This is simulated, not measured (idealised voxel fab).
The process module that follows is named voxel capacitor over wiring.
The cross-section on display is named cut; it measures 280 nm wide, and its cells are 5 nm squares.
Think of the cross-section as a grid of square cells. We describe it in bands, top to bottom, and each band covers one or more rows of those cells. The entry gives the band's vertical extent as a top height and a bottom height in nm, then its horizontal make-up as materials from left to right, each with a width in nm. "empty" stands for empty space; a single material marked "all across" fills the band edge to edge. Zero point of the height axis is 0; under it, received wafer = one material. Lowest band: continues down indefinitely, "0 -> down". Top row gets the first number, bottom row gets the second, and each row in between changes by the same step: that is how a band width like "30..40" works. Given "all unchanged" for a step, no cell of the cross-section differs between before and after that step. This entry, "Enclosed void listing", enumerates those empty regions of no fewer than 8 cells that possess no open connection to the top. Each region is reported in the form width x height at distance, the distance being taken from the left edge, with all three quantities expressed in nm. Text after the settings on a step's line: the simulator's own remark on that step. Steps that use a mask can have "overlay nm" on their line. It says how far the mask sat to the right of where it was meant to be. Negative means to the left.
**plan**
| 1 | RECEIVE with material Si |
| 2 | CONFORMAL_DEP with material SiO2, thk nm 10 |
| 3 | DIRECTIONAL_DEP with material TiN, thk nm 5 |
| 4 | DIRECTIONAL_DEP with material W, thk nm 20 |
| 5 | PATTERN with tone cover, mask id METAL_1, material resist, width nm 20, pitch nm 75, thk nm 15, overlay nm 0 |
| 6 | DIRECTIONAL_ETCH with etch materials W, depth nm 20 |
| 7 | DIRECTIONAL_ETCH with etch materials TiN, depth nm 5 |
| 8 | STRIP with etch materials resist |
| 9 | FILL_DEP with material lowk, thk nm 5 |
| 10 | CMP with height nm 35 |
| 11 | CONFORMAL_DEP with material SiCN, thk nm 5 |
| 12 | DIRECTIONAL_DEP with material SiO2, thk nm 20 |
| 13 | DIRECTIONAL_DEP with material aC, thk nm 15 |
| 14 | PATTERN with tone open, mask id PLUG_1, material resist, width nm 15, thk nm 35, overlay nm 0 |
| 15 | DIRECTIONAL_ETCH with etch materials aC, depth nm 15 |
| 16 | STRIP with etch materials resist |
| 17 | DIRECTIONAL_ETCH with etch materials SiO2, depth nm 20 |
| 18 | DIRECTIONAL_ETCH with etch materials SiCN, depth nm 5 |
| 19 | STRIP with etch materials aC |
| 20 | EPI with material Ru, thk nm 10 |
| 21 | EPI with material Ru, thk nm 10 |
| 22 | EPI with material Ru, thk nm 5 |
| 23 | DIRECTIONAL_DEP with material TiN, thk nm 5 |
| 24 | DIRECTIONAL_DEP with material SiN, thk nm 5 |
| 25 | DIRECTIONAL_DEP with material TiN, thk nm 5 |
| 26 | PATTERN with tone cover, mask id UPPER_PLATE, material resist, width nm 60, thk nm 20, overlay nm 0 |
| 27 | DIRECTIONAL_ETCH with etch materials TiN, depth nm 5 |
| 28 | DIRECTIONAL_ETCH with etch materials SiN, depth nm 5 |
| 29 | STRIP with etch materials resist |
| 30 | MASKED_ETCH with tone cover, mask id LOWER_PLATE, width nm 70, etch materials TiN, depth nm 5, overlay nm 0 |
| 31 | FILL_DEP with material SiO2, thk nm 15 |
| 32 | CMP with height nm 85 |
| 33 | MASKED_ETCH with tone open, mask id PLUG_2, width nm 15, etch materials SiO2, depth nm 10, overlay nm 0 |
| 34 | CONFORMAL_DEP with material TiN, thk nm 5 |
| 35 | FILL_DEP with material Cu, thk nm 5 |
| 36 | CMP with height nm 85 |
| 37 | CONFORMAL_DEP with material SiCN, thk nm 5 |
**Cross-section, incoming material, after step 1**
> 0 -> down = Si all across
> Enclosed void listing: none
**Cross-sectional view of the first of the two wafers upon completion of the module, processed in accordance with the plan**
> 90 -> 85 = SiCN all across
> 85 -> 80 = 105 nm SiO2; 5 nm TiN; 5 nm Cu; 5 nm TiN; 160 nm SiO2
> 80 -> 70 = 105..95 nm SiO2; 15..60 nm TiN; 160..125 nm SiO2
> 70 -> 65 = 95 nm SiO2; 60 nm SiN; 125 nm SiO2
> 65 -> 60 = 90 nm SiO2; 70 nm TiN; 120 nm SiO2
> 60 -> 40 = 95 nm SiO2; 15 nm Ru; 170 nm SiO2
> 40 -> 35 = 95 nm SiCN; 15 nm Ru; 170 nm SiCN
> 35 -> 15 = 90 nm lowk; 20 nm W; 55 nm lowk; 20 nm W; 95 nm lowk
> 15 -> 10 = 90 nm lowk; 20 nm TiN; 55 nm lowk; 20 nm TiN; 95 nm lowk
> 10 -> 0 = SiO2 all across
> 0 -> down = Si all across
> Enclosed void listing: none
**Cross-section, wafer two of two, end of module: same start and plan as wafer one, one error in execution**
> 90 -> 85 = SiCN all across
> 85 -> 80 = 105 nm SiO2; 5 nm TiN; 5 nm Cu; 5 nm TiN; 160 nm SiO2
> 80 -> 70 = 105..95 nm SiO2; 15..60 nm TiN; 160..125 nm SiO2
> 70 -> 65 = lowk all across
> 65 -> 60 = TiN all across
> 60 -> 40 = 95 nm SiO2; 15 nm Ru; 170 nm SiO2
> 40 -> 35 = 95 nm SiCN; 15 nm Ru; 170 nm SiCN
> 35 -> 15 = 90 nm lowk; 20 nm W; 55 nm lowk; 20 nm W; 95 nm lowk
> 15 -> 10 = 90 nm lowk; 20 nm TiN; 55 nm lowk; 20 nm TiN; 95 nm lowk
> 10 -> 0 = SiO2 all across
> 0 -> down = Si all across
> Enclosed void listing: none
What went wrong in running the wafer? step 24 changed vs plan, executed as DIRECTIONAL_DEP with material lowk, thk nm 5
Heads up, by the end the second wafer has more or fewer cells of some materials compared to the first: SiN -12; SiO2 -86; TiN +42; lowk +56
